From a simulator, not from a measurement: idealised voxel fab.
Herein follows the process module entitled voxel gate over fins.
This is section cut - it's 245 nm across, gridded in 5 nm square cells.
A cross-section is a grid of square cells, given in bands from the top down. A band is one or more rows of cells. Band: top height; bottom height; in nm. Then, left to right: material with width in nm, for each material. "throughout": a single material spanning edge to edge. "blank": empty space. Height datum 0, below which the as-received substrate wafer is one material. Lowest band open at the bottom, running downward: "z 0 and below". Note: "30->40" means the width goes from the first number (top row of the band) to the second number (bottom row) in equal steps per row of cells. Any step labelled "stayed the same" changed none of the cells in the cross-section. "Enclosed void entries" enumerates empty spaces isolated from the top, with no open way to it, that contain at least 8 cells, giving each as width x height at distance from the left edge, all three in nm. On each step's line, the part that comes after the settings is the simulator's own comment on the step. Regarding "overlay nm": on a step with a mask, it is the distance the mask lay to the right of its planned place; a negative value places it to the left.
**Process steps (planned)**
1: RECEIVE with material Si
2: CONFORMAL_DEP with material SiN, thk nm 10
3: PATTERN with tone cover, mask id FINS, material resist, width nm 15, pitch nm 35, thk nm 20, overlay nm 0
4: DIRECTIONAL_ETCH with etch materials SiN, depth nm 10
5: DIRECTIONAL_ETCH with etch materials Si, depth nm 40
6: STRIP with etch materials resist
7: FILL_DEP with material SiO2, thk nm 5
8: CMP with height nm 10
9: SELECTIVE_ETCH with etch materials SiO2, depth nm 20
10: STRIP with etch materials SiN
11: CONFORMAL_DEP with material HfO2, thk nm 5
12: CONFORMAL_DEP with material TiN, thk nm 5
13: FILL_DEP with material W, thk nm 10
14: CMP with height nm 15
15: CONFORMAL_DEP with material SiN, thk nm 10
**Cross-section of the wafer upon arrival, representing the state reached after step 1**
z 0 and below  Si throughout
Enclosed void entries: none
**The plan above was carried out on the starting structure above with one mistake, and this cross-section shows the wafer at the end of the module**
z 25 to 15  SiN throughout
z 15 to 10  W throughout
z 10 to 5  TiN throughout
z 5 to 0  HfO2 100 / TiN 5 / HfO2 30 / TiN 5 / HfO2 105
z 0 to -5  Si 95 / HfO2 5 / TiN 5 / HfO2 5 / Si 20 / HfO2 5 / TiN 5 / HfO2 5 / Si 100
z -5 to -10  Si 95 / HfO2 15 / Si 20 / HfO2 15 / Si 100
z -10 to -40  Si 95 / SiO2 15 / Si 20 / SiO2 15 / Si 100
z -40 and below  Si throughout
Enclosed void entries: none
What was done differently from what was planned? step 3, actual vs plan mismatch, actual run PATTERN with tone open, mask id FINS, material resist, width nm 15, pitch nm 35, thk nm 20, overlay nm 0
